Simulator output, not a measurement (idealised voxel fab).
process module | voxel transistor to metal
Cross-section cut: width 265 nm, square cells of 5 nm.
Each cross-section below is a grid of square cells, stated as bands in top-down order, with one or more rows of cells making up each band.
Top height, bottom height, nm. Materials left to right, width each, nm. Single material + "edge to edge" = fills band edge to edge. "blank" = empty.
Below 0: as-received wafer, all one material; heights counted from there. Lowest band: no bottom, goes on down, written "0 down".
Width: "30->40" (first number = top row, second number = bottom row, same change from row to row of cells).
Given "no modifications" for a step, no cell of the cross-section differs between before and after that step.
"Unvented cavities" enumerates empty spaces isolated from the top, with no open way to it, that contain at least 8 cells, giving each as width x height at distance from the left edge, all three in nm.
It should be noted that, on the line of a given step, the content following the step's settings is a remark produced by the simulator itself with respect to that step.
overlay nm: on a step with a mask, how far right of its planned place the mask lay; negative means left.
[Steps in the process plan]
1. RECEIVE (material Si)
2. OXIDIZE (depth nm 5)
3. CONFORMAL_DEP (material SiN; thk nm 15)
4. MASKED_ETCH (tone cover; mask id ACTIVE; width nm 105; pitch nm 130; etch materials SiN; depth nm 15; overlay nm 0)
5. MASKED_ETCH (tone cover; mask id ACTIVE; width nm 105; pitch nm 130; etch materials SiO2; depth nm 5; overlay nm 0)
6. MASKED_ETCH (tone cover; mask id ACTIVE; width nm 105; pitch nm 130; etch materials Si; depth nm 30; overlay nm 0)
7. OXIDIZE (depth nm 5)
8. FILL_DEP (material SiO2; thk nm 5)
9. CMP (height nm 15)
10. SELECTIVE_ETCH (etch materials SiO2; depth nm 10)
11. STRIP (etch materials SiN)
12. SELECTIVE_ETCH (etch materials SiO2; depth nm 5)
13. OXIDIZE (depth nm 5)
14. DIRECTIONAL_DEP (material polySi; thk nm 20)
15. DIRECTIONAL_DEP (material SiCN; thk nm 15)
16. DIRECTIONAL_DEP (material aC; thk nm 15)
17. PATTERN (tone cover; mask id GATE; material resist; width nm 15; pitch nm 130; thk nm 35; overlay nm 0)
18. DIRECTIONAL_ETCH (etch materials aC; depth nm 15)
19. STRIP (etch materials resist)
20. DIRECTIONAL_ETCH (etch materials SiCN; depth nm 25)
21. DIRECTIONAL_ETCH (etch materials polySi; depth nm 30)
22. STRIP (etch materials aC)
23. CONFORMAL_DEP (material SiO2; thk nm 5)
24. DIRECTIONAL_ETCH (etch materials SiO2; depth nm 5)
25. CONFORMAL_DEP (material SiN; thk nm 10)
26. DIRECTIONAL_ETCH (etch materials SiN; depth nm 10)
27. DIRECTIONAL_ETCH (etch materials SiO2; depth nm 5)
28. DIRECTIONAL_ETCH (etch materials Si; depth nm 15)
29. EPI (material SiGe; thk nm 15)
30. FILL_DEP (material SiO2; thk nm 10)
31. CMP (height nm 30)
32. DIRECTIONAL_DEP (material SiO2; thk nm 10)
33. DIRECTIONAL_DEP (material aC; thk nm 15)
34. PATTERN (tone open; mask id CONTACT; material resist; width nm 35; thk nm 35; overlay nm 0)
35. DIRECTIONAL_ETCH (etch materials aC; depth nm 15)
36. STRIP (etch materials resist)
37. DIRECTIONAL_ETCH (etch materials SiO2; depth nm 35)
38. STRIP (etch materials aC)
39. CONFORMAL_DEP (material TiN; thk nm 5)
40. FILL_DEP (material Ru; thk nm 10)
41. CMP (height nm 40)
42. CONFORMAL_DEP (material SiN; thk nm 5)
43. DIRECTIONAL_DEP (material SiO2; thk nm 20)
44. MASKED_ETCH (tone open; mask id METAL_1; width nm 20; etch materials SiO2; depth nm 20; overlay nm 0)
45. MASKED_ETCH (tone open; mask id METAL_1; width nm 20; etch materials SiN; depth nm 5; overlay nm 0)
46. CONFORMAL_DEP (material TiN; thk nm 5)
47. FILL_DEP (material Cu; thk nm 10)
48. CMP (height nm 65)
49. CONFORMAL_DEP (material SiCN; thk nm 5)
[Here's what the wafer looked like in cross-section when it arrived - that's after step 1]
> 0 down = Si edge to edge
> Unvented cavities: none
[As-planned run: cross-section of the first of two wafers at end of module]
> 70 to 65 = SiCN edge to edge
> 65 to 45 = 20 of SiO2, then 5 of TiN, then 10 of Cu, then 5 of TiN, then 55 of SiO2, then 5 of TiN, then 10 of Cu, then 5 of TiN, then 35 of SiO2, then 5 of TiN, then 10 of Cu, then 5 of TiN, then 55 of SiO2, then 5 of TiN, then 10 of Cu, then 5 of TiN, then 20 of SiO2
> 45 to 40 = 20 of SiN, then 20 of TiN, then 55 of SiN, then 20 of TiN, then 35 of SiN, then 20 of TiN, then 55 of SiN, then 20 of TiN, then 20 of SiN
> 40 to 30 = 20 of SiO2, then 5 of TiN, then 25->15 of Ru, then 5->15 of TiN, then 25 of SiO2, then 5->15 of TiN, then 25->15 of Ru, then 5 of TiN, then 35 of SiO2, then 5 of TiN, then 25->15 of Ru, then 5->15 of TiN, then 25 of SiO2, then 5->15 of TiN, then 25->15 of Ru, then 5 of TiN, then 20 of SiO2
> 30 to 15 = 20 of SiO2, then 5 of TiN, then 15 of Ru, then 5 of TiN, then 10 of SiN, then 5 of SiO2, then 15 of SiCN, then 5 of SiO2, then 10 of SiN, then 5 of TiN, then 15 of Ru, then 5 of TiN, then 35 of SiO2, then 5 of TiN, then 15 of Ru, then 5 of TiN, then 10 of SiN, then 5 of SiO2, then 15 of SiCN, then 5 of SiO2, then 10 of SiN, then 5 of TiN, then 15 of Ru, then 5 of TiN, then 20 of SiO2
> 15 to 10 = 20 of SiO2, then 5 of TiN, then 15 of Ru, then 5 of TiN, then 10 of SiN, then 5 of SiO2, then 15 of polySi, then 5 of SiO2, then 10 of SiN, then 5 of TiN, then 15 of Ru, then 5 of TiN, then 35 of SiO2, then 5 of TiN, then 15 of Ru, then 5 of TiN, then 10 of SiN, then 5 of SiO2, then 15 of polySi, then 5 of SiO2, then 10 of SiN, then 5 of TiN, then 15 of Ru, then 5 of TiN, then 20 of SiO2
> 10 to 5 = 20 of SiO2, then 25 of TiN, then 10 of SiN, then 5 of SiO2, then 15 of polySi, then 5 of SiO2, then 10 of SiN, then 25 of TiN, then 35 of SiO2, then 25 of TiN, then 10 of SiN, then 5 of SiO2, then 15 of polySi, then 5 of SiO2, then 10 of SiN, then 25 of TiN, then 20 of SiO2
> 5 to 0 = 20 of SiO2, then 25 of SiGe, then 10 of SiN, then 5 of SiO2, then 15 of polySi, then 5 of SiO2, then 10 of SiN, then 25 of SiGe, then 35 of SiO2, then 25 of SiGe, then 10 of SiN, then 5 of SiO2, then 15 of polySi, then 5 of SiO2, then 10 of SiN, then 25 of SiGe, then 20 of SiO2
> 0 to -5 = 15 of SiO2, then 10 of SiN, then 20 of SiGe, then 10 of SiN, then 5 of SiO2, then 15 of polySi, then 5 of SiO2, then 10 of SiN, then 20 of SiGe, then 10 of SiN, then 25 of SiO2, then 10 of SiN, then 20 of SiGe, then 10 of SiN, then 5 of SiO2, then 15 of polySi, then 5 of SiO2, then 10 of SiN, then 20 of SiGe, then 10 of SiN, then 15 of SiO2
> -5 to -10 = 25 of SiO2, then 20 of SiGe, then 45 of SiO2, then 20 of SiGe, then 45 of SiO2, then 20 of SiGe, then 45 of SiO2, then 20 of SiGe, then 25 of SiO2
> -10 to -25 = 20 of SiO2, then 5 of Si, then 20 of SiGe, then 45 of Si, then 20 of SiGe, then 5 of Si, then 35 of SiO2, then 5 of Si, then 20 of SiGe, then 45 of Si, then 20 of SiGe, then 5 of Si, then 20 of SiO2
> -25 to -40 = 20 of SiO2, then 95 of Si, then 35 of SiO2, then 95 of Si, then 20 of SiO2
> -40 down = Si edge to edge
> Unvented cavities: none
[Same start, same plan as the first wafer - but one mistake in the run. Cross-section of the second of the two at the end of the module]
> 70 to 65 = SiCN edge to edge
> 65 to 45 = 20 of SiO2, then 5 of TiN, then 10 of Cu, then 5 of TiN, then 55 of SiO2, then 5 of TiN, then 10 of Cu, then 5 of TiN, then 35 of SiO2, then 5 of TiN, then 10 of Cu, then 5 of TiN, then 55 of SiO2, then 5 of TiN, then 10 of Cu, then 5 of TiN, then 20 of SiO2
> 45 to 40 = 20 of SiN, then 20 of TiN, then 55 of SiN, then 20 of TiN, then 35 of SiN, then 20 of TiN, then 55 of SiN, then 20 of TiN, then 20 of SiN
> 40 to 30 = 25 of SiO2, then 5 of TiN, then 25->10 of Ru, then 5->20 of TiN, then 25 of SiO2, then 5->10 of TiN, then 25->20 of Ru, then 5 of TiN, then 35 of SiO2, then 5 of TiN, then 25->10 of Ru, then 5->20 of TiN, then 25 of SiO2, then 5->10 of TiN, then 25->20 of Ru, then 5 of TiN, then 15 of SiO2
> 30 to 15 = 25 of SiO2, then 5 of TiN, then 10 of Ru, then 5 of TiN, then 10 of SiN, then 5 of TiN, then 15 of SiCN, then 5 of SiO2, then 10 of SiN, then 5 of TiN, then 20 of Ru, then 5 of TiN, then 35 of SiO2, then 5 of TiN, then 10 of Ru, then 5 of TiN, then 10 of SiN, then 5 of TiN, then 15 of SiCN, then 5 of SiO2, then 10 of SiN, then 5 of TiN, then 20 of Ru, then 5 of TiN, then 15 of SiO2
> 15 to 10 = 25 of SiO2, then 5 of TiN, then 10 of Ru, then 5 of TiN, then 10 of SiN, then 5 of TiN, then 15 of polySi, then 5 of SiO2, then 10 of SiN, then 5 of TiN, then 20 of Ru, then 5 of TiN, then 35 of SiO2, then 5 of TiN, then 10 of Ru, then 5 of TiN, then 10 of SiN, then 5 of TiN, then 15 of polySi, then 5 of SiO2, then 10 of SiN, then 5 of TiN, then 20 of Ru, then 5 of TiN, then 15 of SiO2
> 10 to 5 = 25 of SiO2, then 20 of TiN, then 10 of SiN, then 5 of TiN, then 15 of polySi, then 5 of SiO2, then 10 of SiN, then 30 of TiN, then 35 of SiO2, then 20 of TiN, then 10 of SiN, then 5 of TiN, then 15 of polySi, then 5 of SiO2, then 10 of SiN, then 30 of TiN, then 15 of SiO2
> 5 to 0 = 20 of SiO2, then 25 of SiGe, then 10 of SiN, then 5 of SiO2, then 15 of polySi, then 5 of SiO2, then 10 of SiN, then 25 of SiGe, then 35 of SiO2, then 25 of SiGe, then 10 of SiN, then 5 of SiO2, then 15 of polySi, then 5 of SiO2, then 10 of SiN, then 25 of SiGe, then 20 of SiO2
> 0 to -5 = 15 of SiO2, then 10 of SiN, then 20 of SiGe, then 10 of SiN, then 5 of SiO2, then 15 of polySi, then 5 of SiO2, then 10 of SiN, then 20 of SiGe, then 10 of SiN, then 25 of SiO2, then 10 of SiN, then 20 of SiGe, then 10 of SiN, then 5 of SiO2, then 15 of polySi, then 5 of SiO2, then 10 of SiN, then 20 of SiGe, then 10 of SiN, then 15 of SiO2
> -5 to -10 = 25 of SiO2, then 20 of SiGe, then 45 of SiO2, then 20 of SiGe, then 45 of SiO2, then 20 of SiGe, then 45 of SiO2, then 20 of SiGe, then 25 of SiO2
> -10 to -25 = 20 of SiO2, then 5 of Si, then 20 of SiGe, then 45 of Si, then 20 of SiGe, then 5 of Si, then 35 of SiO2, then 5 of Si, then 20 of SiGe, then 45 of Si, then 20 of SiGe, then 5 of Si, then 20 of SiO2
> -25 to -40 = 20 of SiO2, then 95 of Si, then 35 of SiO2, then 95 of Si, then 20 of SiO2
> -40 down = Si edge to edge
> Unvented cavities: none
It is concluded that the wafer was processed incorrectly with respect to the plan, in that step 34: run off-plan, actual operation and settings PATTERN (tone open; mask id CONTACT; material resist; width nm 35; thk nm 35; overlay nm 5)
The second wafer ends with more or fewer cells of some materials than the first, per final count: 10 fewer of SiO2, 10 more of TiN
